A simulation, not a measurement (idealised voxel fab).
Process module heading - voxel wiring stack
The figure presents cross-section cut, which has a width of 170 nm and is divided into square cells with an edge length of 5 nm.
Think of the cross-section as a grid of square cells. We describe it in bands, top to bottom, and each band covers one or more rows of those cells. Band: top and bottom heights (nm) first, top before bottom; then materials from left to right, widths in nm. "full width" marks a sole material filling the band edge to edge. "empty" denotes empty space. Counting heights begins at 0, where everything beneath is, in the wafer as received, one material. The lowest band has no bottom; it goes on downwards, as "0..down" shows. The two numbers in a width such as "30..40" mark its ends across the band: the first belongs to the top row of cells, the second to the bottom row, and from each row to the next the width moves by the same amount. Reading "all unchanged" for a step: not a cell of the cross-section changed in it. "Sealed internal cavities" lists enclosed empty spaces (at least 8 cells, no open path upward to the top), each as width x height at distance from the left edge, in nm. after a step's settings: what the simulator itself notes on the step. overlay nm: mask right of planned place by this much (step with mask). Neg. = left.

The steps planned for the process are as follows:
1: RECEIVE with material Si
2: CONFORMAL_DEP with material SiO2, thk nm 15
3: DIRECTIONAL_DEP with material TiN, thk nm 5
4: DIRECTIONAL_DEP with material W, thk nm 15
5: DIRECTIONAL_DEP with material aC, thk nm 15
6: PATTERN with tone cover, mask id METAL_1, material resist, width nm 25, pitch nm 40, thk nm 35, overlay nm 0
7: DIRECTIONAL_ETCH with etch materials aC, depth nm 15
8: STRIP with etch materials resist
9: DIRECTIONAL_ETCH with etch materials W, depth nm 15
10: DIRECTIONAL_ETCH with etch materials TiN, depth nm 5
11: STRIP with etch materials aC
12: CONFORMAL_DEP with material SiN, thk nm 5
13: FILL_DEP with material SiO2, thk nm 5
14: CMP with height nm 35
15: CONFORMAL_DEP with material SiCN, thk nm 5
16: DIRECTIONAL_DEP with material SiO2, thk nm 25
17: DIRECTIONAL_DEP with material aC, thk nm 15
18: PATTERN with tone open, mask id METAL_2, material resist, width nm 25, pitch nm 40, thk nm 30, overlay nm 0
19: DIRECTIONAL_ETCH with etch materials aC, depth nm 15
20: STRIP with etch materials resist
21: DIRECTIONAL_ETCH with etch materials SiO2, depth nm 15
22: STRIP with etch materials aC
23: DIRECTIONAL_DEP with material aC, thk nm 10
24: PATTERN with tone open, mask id METAL_2_HOLES, material resist, width nm 15, pitch nm 80, thk nm 30, overlay nm 0
25: DIRECTIONAL_ETCH with etch materials aC, depth nm 5
26: STRIP with etch materials resist
27: DIRECTIONAL_ETCH with etch materials SiO2, depth nm 10
28: DIRECTIONAL_ETCH with etch materials SiCN, depth nm 5
29: STRIP with etch materials aC
30: CONFORMAL_DEP with material TiN, thk nm 5
31: FILL_DEP with material Cu, thk nm 5
32: CMP with height nm 65
33: CONFORMAL_DEP with material SiCN, thk nm 5
34: DIRECTIONAL_DEP with material lowk, thk nm 25
35: MASKED_ETCH with tone open, mask id METAL_3, width nm 25, pitch nm 40, etch materials lowk, depth nm 15, overlay nm 0
36: MASKED_ETCH with tone open, mask id METAL_3_HOLES, width nm 15, pitch nm 40, etch materials lowk, depth nm 10, overlay nm 0
37: MASKED_ETCH with tone open, mask id METAL_3_HOLES, width nm 15, pitch nm 40, etch materials SiCN, depth nm 5, overlay nm 0
38: CONFORMAL_DEP with material TiN, thk nm 5
39: FILL_DEP with material Cu, thk nm 10
40: CMP with height nm 95
41: CONFORMAL_DEP with material SiN, thk nm 5
Wafers differ in depth nm at step 25; plan lists the first wafer's value; identical starting state.

First of several wafers, received after step 1, in cross-section:
* 0..down = Si full width
* Sealed internal cavities: none

Take a look at the first of several wafers in cross-section: the module is done, and step 41 was its last step:
* 100..95 = SiN full width
* 95..85 = lowk 30  TiN 5  Cu 15  TiN 5  lowk 15  TiN 5  Cu 15  TiN 5  lowk 15  TiN 5  Cu 15  TiN 5  lowk 35
* 85..80 = lowk 30  TiN 5  Cu 5  TiN 15  lowk 15  TiN 5  Cu 5  TiN 15  lowk 15  TiN 5  Cu 5  TiN 15  lowk 35
* 80..70 = lowk 30  TiN 5  Cu 5  TiN 5  lowk 25  TiN 5  Cu 5  TiN 5  lowk 25  TiN 5  Cu 5  TiN 5  lowk 45
* 70..65 = SiCN 30  TiN 15  SiCN 25  TiN 15  SiCN 25  TiN 15  SiCN 45
* 65..55 = SiO2 30  TiN 5  Cu 15  TiN 5  SiO2 15  TiN 5  Cu 15  TiN 5  SiO2 15  TiN 5  Cu 15  TiN 5  SiO2 35
* 55..50 = SiO2 30  TiN 25  SiO2 15  TiN 25  SiO2 15  TiN 25  SiO2 35
* 50..40 = SiO2 full width
* 40..35 = SiCN full width
* 35..20 = SiO2 25  SiN 5  W 25  SiN 5  SiO2 5  SiN 5  W 25  SiN 5  SiO2 5  SiN 5  W 25  SiN 5  SiO2 30
* 20..15 = SiN 30  TiN 25  SiN 15  TiN 25  SiN 15  TiN 25  SiN 35
* 15..0 = SiO2 full width
* 0..down = Si full width
* Sealed internal cavities: none

At the end of the module, the last of several wafers in cross-section:
* 100..95 = SiN full width
* 95..85 = lowk 30  TiN 5  Cu 15  TiN 5  lowk 15  TiN 5  Cu 15  TiN 5  lowk 15  TiN 5  Cu 15  TiN 5  lowk 35
* 85..80 = lowk 30  TiN 5  Cu 5  TiN 15  lowk 15  TiN 5  Cu 5  TiN 15  lowk 15  TiN 5  Cu 5  TiN 15  lowk 35
* 80..70 = lowk 30  TiN 5  Cu 5  TiN 5  lowk 25  TiN 5  Cu 5  TiN 5  lowk 25  TiN 5  Cu 5  TiN 5  lowk 45
* 70..65 = SiCN 30  TiN 15  SiCN 25  TiN 15  SiCN 25  TiN 15  SiCN 45
* 65..55 = SiO2 30  TiN 5  Cu 15  TiN 5  SiO2 15  TiN 5  Cu 15  TiN 5  SiO2 15  TiN 5  Cu 15  TiN 5  SiO2 35
* 55..50 = SiO2 30  TiN 5  Cu 5  TiN 15  SiO2 15  TiN 25  SiO2 15  TiN 5  Cu 5  TiN 15  SiO2 35
* 50..40 = SiO2 30  TiN 5  Cu 5  TiN 5  SiO2 65  TiN 5  Cu 5  TiN 5  SiO2 45
* 40..35 = SiCN 30  TiN 15  SiCN 65  TiN 15  SiCN 45
* 35..20 = SiO2 25  SiN 5  W 25  SiN 5  SiO2 5  SiN 5  W 25  SiN 5  SiO2 5  SiN 5  W 25  SiN 5  SiO2 30
* 20..15 = SiN 30  TiN 25  SiN 15  TiN 25  SiN 15  TiN 25  SiN 35
* 15..0 = SiO2 full width
* 0..down = Si full width
* Sealed internal cavities: none

So in this table every wafer gets its own row, and what you see is where it stands at the end of the module: for each material, how many cells it picked up (+) or gave up (-) since we received it, and after that its closed voids:
depth nm 5, +45 Cu, +59 SiCN, +71 SiN, +266 SiO2, +87 TiN, +45 W, +107 lowk, Sealed internal cavities: none
depth nm 10, +51 Cu, +53 SiCN, +71 SiN, +254 SiO2, +99 TiN, +45 W, +107 lowk, Sealed internal cavities: none
depth nm 15, +51 Cu, +53 SiCN, +71 SiN, +254 SiO2, +99 TiN, +45 W, +107 lowk, Sealed internal cavities: none
depth nm 20, +51 Cu, +53 SiCN, +71 SiN, +254 SiO2, +99 TiN, +45 W, +107 lowk, Sealed internal cavities: none
depth nm 25, +51 Cu, +53 SiCN, +71 SiN, +254 SiO2, +99 TiN, +45 W, +107 lowk, Sealed internal cavities: none
